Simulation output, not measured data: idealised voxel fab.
process module | voxel transistor to metal
cross-section cut | 205 nm wide | cells 5 nm
A cross-section is a grid of square cells, given in bands from the top down. A band is one or more rows of cells.
Each band's line starts with the height of the band's top and of its bottom, in nm. Then come its materials from left to right, each with its width in nm. One material with "throughout" fills the band from edge to edge. "air" is empty space.
Height 0 is the level under which the wafer as received is all one material. The lowest band goes on downwards, as in "0 down".
A width such as "30 to 40" changes by the same amount from each row of cells to the next, from the band's top row to its bottom row.
"no change" after a step means that no cell of the cross-section changed.
closed voids: empty space of 8 cells or more with no open way to the top, each as width x height at its distance from the left edge, in nm
after a step's settings: what the simulator itself notes on the step
overlay nm, on a step with a mask: how far to the right of its planned place the mask lay; to the left if negative
plan
1 op RECEIVE | material Si
2 op CONFORMAL_DEP | material SiO2 | thk nm 5
3 op CONFORMAL_DEP | material SiN | thk nm 10
4 op DIRECTIONAL_DEP | material aC | thk nm 10
5 op PATTERN | tone cover | mask id ACTIVE | material resist | width nm 120 | thk nm 30 | overlay nm 0
6 op DIRECTIONAL_ETCH | etch materials aC | depth nm 10
7 op STRIP | etch materials resist
8 op DIRECTIONAL_ETCH | etch materials SiN | depth nm 10
9 op DIRECTIONAL_ETCH | etch materials SiO2 | depth nm 5
10 op DIRECTIONAL_ETCH | etch materials Si | depth nm 30
11 op STRIP | etch materials aC
12 op FILL_DEP | material SiO2 | thk nm 10
13 op CMP | height nm 15
14 op SELECTIVE_ETCH | etch materials SiO2 | depth nm 5
15 op STRIP | etch materials SiN
16 op SELECTIVE_ETCH | etch materials SiO2 | depth nm 5
17 op OXIDIZE | depth nm 5
18 op DIRECTIONAL_DEP | material polySi | thk nm 30
19 op DIRECTIONAL_DEP | material SiCN | thk nm 15
20 op MASKED_ETCH | tone cover | mask id GATE | width nm 20 | etch materials SiCN | depth nm 25 | overlay nm 0
21 op MASKED_ETCH | tone cover | mask id GATE | width nm 20 | etch materials polySi | depth nm 40 | overlay nm 0
22 op CONFORMAL_DEP | material SiN | thk nm 5
23 op DIRECTIONAL_ETCH | etch materials SiN | depth nm 5
24 op DIRECTIONAL_ETCH | etch materials SiO2 | depth nm 5
25 op DIRECTIONAL_ETCH | etch materials Si | depth nm 5
26 op EPI | material SiGe | thk nm 10
27 op FILL_DEP | material SiO2 | thk nm 5
28 op CMP | height nm 45
29 op DIRECTIONAL_DEP | material SiO2 | thk nm 10
30 op PATTERN | tone open | mask id CONTACT | material resist | width nm 20 | pitch nm 80 | thk nm 20 | overlay nm -15
31 op DIRECTIONAL_ETCH | etch materials SiO2 | depth nm 55
32 op STRIP | etch materials resist
33 op CONFORMAL_DEP | material TiN | thk nm 5
34 op FILL_DEP | material W | thk nm 10
35 op CMP | height nm 55
36 op DIRECTIONAL_DEP | material TiN | thk nm 5
37 op DIRECTIONAL_DEP | material W | thk nm 15
38 op DIRECTIONAL_DEP | material aC | thk nm 10
39 op PATTERN | tone cover | mask id METAL_1 | material resist | width nm 20 | pitch nm 80 | thk nm 30 | overlay nm 0
40 op DIRECTIONAL_ETCH | etch materials aC | depth nm 10
41 op STRIP | etch materials resist
42 op DIRECTIONAL_ETCH | etch materials W | depth nm 15
43 op DIRECTIONAL_ETCH | etch materials TiN | depth nm 5
44 op STRIP | etch materials aC
45 op CONFORMAL_DEP | material SiN | thk nm 5
46 op FILL_DEP | material SiO2 | thk nm 10
47 op CMP | height nm 75
48 op CONFORMAL_DEP | material SiCN | thk nm 5
49 op DIRECTIONAL_DEP | material SiO2 | thk nm 30
50 op MASKED_ETCH | tone open | mask id METAL_2_HOLES | width nm 15 | pitch nm 80 | etch materials SiO2 | depth nm 30 | overlay nm 0
51 op PATTERN | tone open | mask id METAL_2 | material resist | width nm 20 | pitch nm 80 | thk nm 15 | overlay nm 0
52 op DIRECTIONAL_ETCH | etch materials SiO2 | depth nm 20
53 op DIRECTIONAL_ETCH | etch materials SiCN | depth nm 5
54 op STRIP | etch materials resist
55 op CONFORMAL_DEP | material TiN | thk nm 5
56 op FILL_DEP | material Cu | thk nm 5
57 op CMP | height nm 110
58 op CONFORMAL_DEP | material SiCN | thk nm 5
varied across the wafers: overlay nm of step 30. The plan shows the first wafer's value. All wafers start alike
first wafer as received, after step 1
  0 down: Si throughout
  closed voids: none
first wafer at the end, after step 58
  115 to 110: SiCN throughout
  110 to 95: SiO2 50 | TiN 5 | Cu 10 | TiN 5 | SiO2 60 | TiN 5 | Cu 10 | TiN 5 | SiO2 55
  95 to 90: SiO2 50 | TiN 5 | Cu 5 | TiN 10 | SiO2 60 | TiN 5 | Cu 5 | TiN 10 | SiO2 55
  90 to 80: SiO2 50 | TiN 5 | Cu 5 | TiN 5 | SiO2 65 | TiN 5 | Cu 5 | TiN 5 | SiO2 60
  80 to 75: SiCN 50 | TiN 15 | SiCN 65 | TiN 15 | SiCN 60
  75 to 60: SiO2 45 | SiN 5 | W 20 | SiN 5 | SiO2 50 | SiN 5 | W 20 | SiN 5 | SiO2 50
  60 to 55: SiN 50 | TiN 20 | SiN 60 | TiN 20 | SiN 55
  55 to 45: SiO2 35 | TiN 5 | W 10 | TiN 5 | SiO2 60 | TiN 5 | W 10 | TiN 5 | SiO2 70
  45 to 30: SiO2 35 | TiN 5 | W 10 | TiN 5 | SiO2 30 | SiN 5 | SiCN 20 | SiN 5 | TiN 5 | W 10 | TiN 5 | SiO2 70
  30 to 10: SiO2 35 | TiN 5 | W 10 | TiN 5 | SiO2 30 | SiN 5 | polySi 20 | SiN 5 | TiN 5 | W 10 | TiN 5 | SiO2 70
  10 to 5: SiO2 35 | TiN 10 | W 5 | TiN 5 | SiO2 30 | SiN 5 | polySi 20 | SiN 5 | TiN 20 | SiO2 70
  5 to 0: SiO2 35 | SiN 5 | TiN 15 | SiO2 20 | SiGe 10 | SiN 5 | polySi 20 | SiN 5 | SiGe 10 | TiN 10 | SiO2 25 | SiN 5 | SiO2 40
  0 to -5: SiO2 40 | SiGe 45 | SiO2 30 | SiGe 45 | SiO2 45
  -5 to -10: SiO2 40 | SiGe 45 | Si 30 | SiGe 45 | SiO2 45
  -10 to -30: SiO2 40 | Si 120 | SiO2 45
  -30 down: Si throughout
  closed voids: none
last wafer at the end
  115 to 110: SiCN throughout
  110 to 95: SiO2 50 | TiN 5 | Cu 10 | TiN 5 | SiO2 60 | TiN 5 | Cu 10 | TiN 5 | SiO2 55
  95 to 90: SiO2 50 | TiN 5 | Cu 5 | TiN 10 | SiO2 60 | TiN 5 | Cu 5 | TiN 10 | SiO2 55
  90 to 80: SiO2 50 | TiN 5 | Cu 5 | TiN 5 | SiO2 65 | TiN 5 | Cu 5 | TiN 5 | SiO2 60
  80 to 75: SiCN 50 | TiN 15 | SiCN 65 | TiN 15 | SiCN 60
  75 to 60: SiO2 45 | SiN 5 | W 20 | SiN 5 | SiO2 50 | SiN 5 | W 20 | SiN 5 | SiO2 50
  60 to 55: SiN 50 | TiN 20 | SiN 60 | TiN 20 | SiN 55
  55 to 45: SiO2 65 | TiN 5 | W 10 | TiN 5 | SiO2 60 | TiN 5 | W 10 | TiN 5 | SiO2 40
  45 to 30: SiO2 65 | TiN 5 | W 10 | TiN 5 | SiN 5 | SiCN 20 | SiN 5 | SiO2 30 | TiN 5 | W 10 | TiN 5 | SiO2 40
  30 to 10: SiO2 65 | TiN 5 | W 10 | TiN 5 | SiN 5 | polySi 20 | SiN 5 | SiO2 30 | TiN 5 | W 10 | TiN 5 | SiO2 40
  10 to 5: SiO2 65 | TiN 20 | SiN 5 | polySi 20 | SiN 5 | SiO2 30 | TiN 5 | W 5 | TiN 10 | SiO2 40
  5 to 0: SiO2 35 | SiN 5 | SiO2 25 | TiN 10 | SiGe 10 | SiN 5 | polySi 20 | SiN 5 | SiGe 10 | SiO2 20 | TiN 15 | SiN 5 | SiO2 40
  0 to -5: SiO2 40 | SiGe 45 | SiO2 30 | SiGe 45 | SiO2 45
  -5 to -10: SiO2 40 | SiGe 45 | Si 30 | SiGe 45 | SiO2 45
  -10 to -30: SiO2 40 | Si 120 | SiO2 45
  -30 down: Si throughout
  closed voids: none
each wafer at the end: cells of each material gained (+) or lost (-) since it was received, then its closed voids
overlay nm -15 | +18 Cu | -144 Si | +88 SiCN | +40 SiGe | +65 SiN | +703 SiO2 | +88 TiN | +61 W | +24 polySi | closed voids: none
overlay nm -10 | +18 Cu | -144 Si | +88 SiCN | +40 SiGe | +65 SiN | +701 SiO2 | +88 TiN | +63 W | +24 polySi | closed voids: none
overlay nm -5 | +18 Cu | -144 Si | +88 SiCN | +40 SiGe | +65 SiN | +700 SiO2 | +88 TiN | +64 W | +24 polySi | closed voids: none
overlay nm 0 | +18 Cu | -144 Si | +88 SiCN | +40 SiGe | +65 SiN | +700 SiO2 | +88 TiN | +64 W | +24 polySi | closed voids: none
overlay nm 5 | +18 Cu | -144 Si | +88 SiCN | +40 SiGe | +65 SiN | +700 SiO2 | +88 TiN | +64 W | +24 polySi | closed voids: none
overlay nm 10 | +18 Cu | -144 Si | +88 SiCN | +40 SiGe | +65 SiN | +701 SiO2 | +88 TiN | +63 W | +24 polySi | closed voids: none
overlay nm 15 | +18 Cu | -144 Si | +88 SiCN | +40 SiGe | +65 SiN | +703 SiO2 | +88 TiN | +61 W | +24 polySi | closed voids: none
